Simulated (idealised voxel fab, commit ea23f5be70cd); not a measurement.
Process module in this document: voxel released beams
It is cross-section cut that appears here, measuring 150 nm in width, its square cells being 5 nm in size.
For the purposes of this document, a cross-section shall be understood as a grid of square cells, specified as bands listed in top-to-bottom order, each band consisting of one or more rows of cells. Read a band's entry like this: the first values are the height of its top and the height of its bottom in nm, and what follows is the sequence of materials from left to right, each with its width in nm. Note that "empty" is empty space, and that a single material marked "edge to edge" reaches across the band from edge to edge. Convention: height 0 is the level below which the wafer, as received, is all one material. The lowest band does not terminate at the bottom but continues downward, represented as "top 0, no bottom". Width "30..40": first value at the band's top row of cells, second value at its bottom row, equal change from row to row. Given "nothing was modified" for a step, no cell of the cross-section differs between before and after that step. Any empty space of 8 cells or more lacking an open way to the top shows up in "Completely enclosed voids" as width x height at distance, distance from the left edge, in nm. Where a step's line continues beyond its settings, the continuation is a remark by the simulator itself on that step. The optional step-line setting "overlay nm" applies to steps with a mask and quantifies how far to the right of its planned location the mask lay, a negative value indicating leftward placement.

Below is the list of planned process steps
1,RECEIVE, material Si
2,CONFORMAL_DEP, material Al2O3, thk nm 5
3,DIRECTIONAL_DEP, material SiO2, thk nm 20
4,DIRECTIONAL_DEP, material aC, thk nm 10
5,PATTERN, tone open, mask id ANCHOR, material resist, width nm 40, thk nm 30, overlay nm 0
6,DIRECTIONAL_ETCH, etch materials aC, depth nm 10
7,STRIP, etch materials resist
8,DIRECTIONAL_ETCH, etch materials SiO2, depth nm 20
9,STRIP, etch materials aC
10,CONFORMAL_DEP, material polySi, thk nm 15
11,PATTERN, tone cover, mask id BEAM, material resist, width nm 115, thk nm 15, overlay nm 0
12,DIRECTIONAL_ETCH, etch materials polySi, depth nm 15
13,STRIP, etch materials resist
14,STRIP, etch materials SiO2

The cross-section here shows the wafer as received, i.e. in its state after step 1
    top 0, no bottom | Si edge to edge
    Completely enclosed voids: none

This is how the wafer looks in cross-section once the module is done, given the starting state and plan above and one mistake in carrying the plan out
    top 40, bottom 25 | 15 nm empty / 25 nm polySi / 10 nm empty / 80 nm polySi / 20 nm empty
    top 25, bottom 20 | 25 nm empty / 15 nm polySi / 10 nm empty / 15 nm polySi / 85 nm empty
    top 20, bottom 5 | 25 nm empty / 40 nm polySi / 85 nm empty
    top 5, bottom 0 | Al2O3 edge to edge
    top 0, no bottom | Si edge to edge
    Completely enclosed voids: none
Deviation from plan: step 5 did not happen as planned, as run it was PATTERN, tone open, mask id ANCHOR, material resist, width nm 40, thk nm 30, overlay nm 5
